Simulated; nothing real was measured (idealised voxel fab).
process module | voxel transistor to metal
cross-section cut | 185 nm wide | cells 5 nm
A cross-section is a grid of square cells, given in bands from the top down. A band is one or more rows of cells.
Each band's line starts with the height of the band's top and of its bottom, in nm. Then come its materials from left to right, each with its width in nm. One material with "throughout" fills the band from edge to edge. "air" is empty space.
Height 0 is the level under which the wafer as received is all one material. The lowest band goes on downwards, as in "0 down".
A width such as "30 to 40" changes by the same amount from each row of cells to the next, from the band's top row to its bottom row.
"no change" after a step means that no cell of the cross-section changed.
closed voids: empty space of 8 cells or more with no open way to the top, each as width x height at its distance from the left edge, in nm
after a step's settings: what the simulator itself notes on the step
overlay nm, on a step with a mask: how far to the right of its planned place the mask lay; to the left if negative
plan
1 op RECEIVE | material Si
2 op CONFORMAL_DEP | material SiO2 | thk nm 5
3 op CONFORMAL_DEP | material SiN | thk nm 10
4 op PATTERN | tone cover | mask id ACTIVE | material resist | width nm 85 | thk nm 20 | overlay nm 0
5 op DIRECTIONAL_ETCH | etch materials SiN | depth nm 10
6 op DIRECTIONAL_ETCH | etch materials SiO2 | depth nm 5
7 op DIRECTIONAL_ETCH | etch materials Si | depth nm 20
8 op STRIP | etch materials resist
9 op OXIDIZE | depth nm 5
10 op FILL_DEP | material SiO2 | thk nm 15
11 op CMP | height nm 15
12 op SELECTIVE_ETCH | etch materials SiO2 | depth nm 5
13 op STRIP | etch materials SiN
14 op SELECTIVE_ETCH | etch materials SiO2 | depth nm 5
15 op OXIDIZE | depth nm 5
16 op DIRECTIONAL_DEP | material polySi | thk nm 25
17 op DIRECTIONAL_DEP | material SiCN | thk nm 15
18 op DIRECTIONAL_DEP | material aC | thk nm 10
19 op PATTERN | tone cover | mask id GATE | material resist | width nm 15 | thk nm 25 | overlay nm 0
20 op DIRECTIONAL_ETCH | etch materials aC | depth nm 10
21 op STRIP | etch materials resist
22 op DIRECTIONAL_ETCH | etch materials SiCN | depth nm 25
23 op DIRECTIONAL_ETCH | etch materials polySi | depth nm 35
24 op STRIP | etch materials aC
25 op CONFORMAL_DEP | material SiN | thk nm 10
26 op DIRECTIONAL_ETCH | etch materials SiN | depth nm 10
27 op DIRECTIONAL_ETCH | etch materials SiO2 | depth nm 5
28 op EPI | material SiGe | thk nm 5
29 op FILL_DEP | material SiO2 | thk nm 10
30 op CMP | height nm 40
31 op DIRECTIONAL_DEP | material SiO2 | thk nm 15
32 op MASKED_ETCH | tone open | mask id CONTACT | width nm 15 | pitch nm 60 | etch materials SiO2 | depth nm 55 | overlay nm 0
33 op CONFORMAL_DEP | material TiN | thk nm 5
34 op FILL_DEP | material W | thk nm 5
35 op CMP | height nm 55
36 op CONFORMAL_DEP | material SiCN | thk nm 5
37 op DIRECTIONAL_DEP | material SiO2 | thk nm 20
38 op PATTERN | tone open | mask id METAL_1 | material resist | width nm 15 | pitch nm 60 | thk nm 15 | overlay nm 0
39 op DIRECTIONAL_ETCH | etch materials SiO2 | depth nm 20
40 op DIRECTIONAL_ETCH | etch materials SiCN | depth nm 5
41 op STRIP | etch materials resist
42 op CONFORMAL_DEP | material TiN | thk nm 5
43 op FILL_DEP | material Cu | thk nm 5
44 op CMP | height nm 80
45 op CONFORMAL_DEP | material SiN | thk nm 5
as received, after step 1
  0 down: Si throughout
  closed voids: none
first wafer at the end, as planned
  85 to 80: SiN throughout
  80 to 60: SiO2 55 | TiN 5 | Cu 5 | TiN 5 | SiO2 45 | TiN 5 | Cu 5 | TiN 5 | SiO2 55
  60 to 55: SiCN 55 | TiN 15 | SiCN 45 | TiN 15 | SiCN 55
  55 to 40: SiO2 55 | TiN 5 | W 5 | TiN 5 | SiO2 45 | TiN 5 | W 5 | TiN 5 | SiO2 55
  40 to 25: SiO2 55 | TiN 5 | W 5 | TiN 5 | SiO2 5 | SiN 10 | SiCN 15 | SiN 10 | SiO2 5 | TiN 5 | W 5 | TiN 5 | SiO2 55
  25 to 5: SiO2 55 | TiN 5 | W 5 | TiN 5 | SiO2 5 | SiN 10 | polySi 15 | SiN 10 | SiO2 5 | TiN 5 | W 5 | TiN 5 | SiO2 55
  5 to 0: SiO2 45 | SiN 10 | TiN 15 | SiO2 5 | SiN 10 | polySi 15 | SiN 10 | SiO2 5 | TiN 15 | SiN 10 | SiO2 45
  0 to -5: SiO2 55 | SiGe 20 | SiO2 35 | SiGe 20 | SiO2 55
  -5 to -25: SiO2 55 | Si 75 | SiO2 55
  -25 down: Si throughout
  closed voids: none
second wafer at the end: like start, like plan, one mistake
  85 to 80: SiN throughout
  80 to 60: SiO2 55 | TiN 5 | Cu 5 | TiN 5 | SiO2 45 | TiN 5 | Cu 5 | TiN 5 | SiO2 55
  60 to 55: SiCN 55 | TiN 15 | SiCN 45 | TiN 15 | SiCN 55
  55 to 40: SiO2 55 | TiN 5 | W 5 | TiN 5 | SiO2 45 | TiN 5 | W 5 | TiN 5 | SiO2 55
  40 to 30: SiO2 55 | TiN 5 | W 5 | TiN 5 | SiO2 5 | SiN 10 | SiCN 15 | SiN 10 | SiO2 5 | TiN 5 | W 5 | TiN 5 | SiO2 55
  30 to 5: SiO2 55 | TiN 5 | W 5 | TiN 5 | SiO2 5 | SiN 10 | polySi 15 | SiN 10 | SiO2 5 | TiN 5 | W 5 | TiN 5 | SiO2 55
  5 to 0: SiO2 45 | SiN 10 | TiN 15 | SiO2 45 | TiN 15 | SiN 10 | SiO2 45
  0 to -5: SiGe 45 | SiO2 95 | SiGe 45
  -5 to -25: Si 45 | SiO2 95 | Si 45
  -25 down: Si throughout
  closed voids: none
what went wrong: step 4 ran as: op PATTERN | tone open | mask id ACTIVE | material resist | width nm 85 | thk nm 20 | overlay nm 0
at the end the second wafer has, in cells: 12 more of Si | 3 fewer of SiCN | 10 more of SiGe | 4 fewer of SiN | 15 fewer of SiO2
